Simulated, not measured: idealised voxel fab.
Process module under the name voxel trench capacitor
For reference, the cross-section in this document is cut, with width 285 nm and square cells of 5 nm.
Format of a cross-section: grid, square cells. Given as bands. Order: top down. Band: one or more rows of cells. Basically the band line says how high the top is and how high the bottom is, in nm, and then what's in it from left to right, every material with its width in nm. Empty space shows up as "air", and if a single material carries "all across" it runs the full band edge to edge. Convention: height 0 is the level below which the wafer, as received, is all one material. The lowest band does not terminate at the bottom but continues downward, represented as "z 0 and below". The expression "30 to 40" gives the width at the extremes of the band, the first number at its top row of cells and the second at its bottom row, with the width changing by equal amounts from each row to the next in between. When a step is marked "no alterations made", none of the cells in the cross-section changed during that step. "Voids, enclosed": sealed empty spaces, 8 cells or more, no open way to top, listed width x height at distance, with distance from the left edge and width, height and distance in nm. What comes after the settings on a step's line is commentary from the simulator itself on that step. Each step line may optionally specify "overlay nm", which for a step with a mask gives the rightward distance between the mask's planned place and where it lay, a negative value indicating the leftward direction.

[These are the steps we planned for the process]
- 1: RECEIVE [material Si]
- 2: CONFORMAL_DEP [material SiN] [thk nm 5]
- 3: DIRECTIONAL_DEP [material aC] [thk nm 10]
- 4: PATTERN [tone open] [mask id TRENCH] [material resist] [width nm 30] [pitch nm 60] [thk nm 25] [overlay nm 0]
- 5: DIRECTIONAL_ETCH [etch materials aC] [depth nm 10]
- 6: STRIP [etch materials resist]
- 7: DIRECTIONAL_ETCH [etch materials SiN] [depth nm 5]
- 8: DIRECTIONAL_ETCH [etch materials Si] [depth nm 30]
- 9: STRIP [etch materials aC]
- 10: CONFORMAL_DEP [material HfO2] [thk nm 5]
- 11: CONFORMAL_DEP [material TiN] [thk nm 5]
- 12: FILL_DEP [material W] [thk nm 10]
- 13: CMP [height nm 5]

[Incoming wafer in cross-section (state: after step 1)]
  z 0 and below = Si all across
  Voids, enclosed: none

[Starting wafer: above. Plan: above. Run: one mistake. Cross-section after the module: below]
  z 5 to 0 = 35 of SiN, then 5 of TiN, then 5 of HfO2, then 10 of W, then 5 of HfO2, then 5 of TiN, then 30 of SiN, then 5 of TiN, then 5 of HfO2, then 10 of W, then 5 of HfO2, then 5 of TiN, then 30 of SiN, then 5 of TiN, then 5 of HfO2, then 10 of W, then 5 of HfO2, then 5 of TiN, then 30 of SiN, then 5 of TiN, then 5 of HfO2, then 10 of W, then 5 of HfO2, then 5 of TiN, then 40 of SiN
  z 0 to -20 = 35 of Si, then 5 of TiN, then 5 of HfO2, then 10 of W, then 5 of HfO2, then 5 of TiN, then 30 of Si, then 5 of TiN, then 5 of HfO2, then 10 of W, then 5 of HfO2, then 5 of TiN, then 30 of Si, then 5 of TiN, then 5 of HfO2, then 10 of W, then 5 of HfO2, then 5 of TiN, then 30 of Si, then 5 of TiN, then 5 of HfO2, then 10 of W, then 5 of HfO2, then 5 of TiN, then 40 of Si
  z -20 to -25 = 35 of Si, then 5 of TiN, then 20 of HfO2, then 5 of TiN, then 30 of Si, then 5 of TiN, then 20 of HfO2, then 5 of TiN, then 30 of Si, then 5 of TiN, then 20 of HfO2, then 5 of TiN, then 30 of Si, then 5 of TiN, then 20 of HfO2, then 5 of TiN, then 40 of Si
  z -25 to -30 = 35 of Si, then 30 of TiN, then 30 of Si, then 30 of TiN, then 30 of Si, then 30 of TiN, then 30 of Si, then 30 of TiN, then 40 of Si
  z -30 and below = Si all across
  Voids, enclosed: none
Against the plan, the run slipped here: the executed order of steps 10 and 11 is the reverse of that specified in the plan, each step having taken the other's position
